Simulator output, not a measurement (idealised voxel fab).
process module | voxel ribs on slabs
cross-section cut | 220 nm wide | cells 5 nm
A cross-section is a grid of square cells, given in bands from the top down. A band is one or more rows of cells.
Each band's line starts with the height of the band's top and of its bottom, in nm. Then come its materials from left to right, each with its width in nm. One material with "throughout" fills the band from edge to edge. "air" is empty space.
Height 0 is the level under which the wafer as received is all one material. The lowest band goes on downwards, as in "0 down".
A width such as "30 to 40" changes by the same amount from each row of cells to the next, from the band's top row to its bottom row.
"no change" after a step means that no cell of the cross-section changed.
closed voids: empty space of 8 cells or more with no open way to the top, each as width x height at its distance from the left edge, in nm
after a step's settings: what the simulator itself notes on the step
overlay nm, on a step with a mask: how far to the right of its planned place the mask lay; to the left if negative
plan
1 op RECEIVE | material Si
2 op DIRECTIONAL_DEP | material SiO2 | thk nm 30
3 op DIRECTIONAL_DEP | material polySi | thk nm 15
4 op PATTERN | tone cover | mask id RIB | material resist | width nm 20 | thk nm 15 | overlay nm 0
5 op DIRECTIONAL_ETCH | etch materials polySi | depth nm 10
6 op STRIP | etch materials resist
7 op MASKED_ETCH | tone cover | mask id SLAB | width nm 70 | etch materials polySi | depth nm 5 | overlay nm 0
8 op FILL_DEP | material SiO2 | thk nm 15
9 op CMP | height nm 55
10 op DIRECTIONAL_DEP | material TiN | thk nm 5
11 op DIRECTIONAL_DEP | material aC | thk nm 15
12 op PATTERN | tone cover | mask id HEATER | material resist | width nm 30 | thk nm 35 | overlay nm 0
13 op DIRECTIONAL_ETCH | etch materials aC | depth nm 15
14 op STRIP | etch materials resist
15 op DIRECTIONAL_ETCH | etch materials TiN | depth nm 5
16 op STRIP | etch materials aC
17 op CONFORMAL_DEP | material SiO2 | thk nm 5
as received, after step 1
  0 down: Si throughout
  closed voids: none
first wafer at the end, as planned
  65 to 60: air 90 | SiO2 40 | air 90
  60 to 55: SiO2 95 | TiN 30 | SiO2 95
  55 to 45: SiO2 throughout
  45 to 35: SiO2 100 | polySi 20 | SiO2 100
  35 to 30: SiO2 75 | polySi 70 | SiO2 75
  30 to 0: SiO2 throughout
  0 down: Si throughout
  closed voids: none
second wafer at the end: like start, like plan, one mistake
  65 to 60: SiO2 100 | air 20 | SiO2 100
  60 to 55: TiN 95 | SiO2 30 | TiN 95
  55 to 45: SiO2 throughout
  45 to 35: SiO2 100 | polySi 20 | SiO2 100
  35 to 30: SiO2 75 | polySi 70 | SiO2 75
  30 to 0: SiO2 throughout
  0 down: Si throughout
  closed voids: none
what went wrong: step 12 ran as: op PATTERN | tone open | mask id HEATER | material resist | width nm 30 | thk nm 35 | overlay nm 0
at the end the second wafer has, in cells: 32 more of TiN
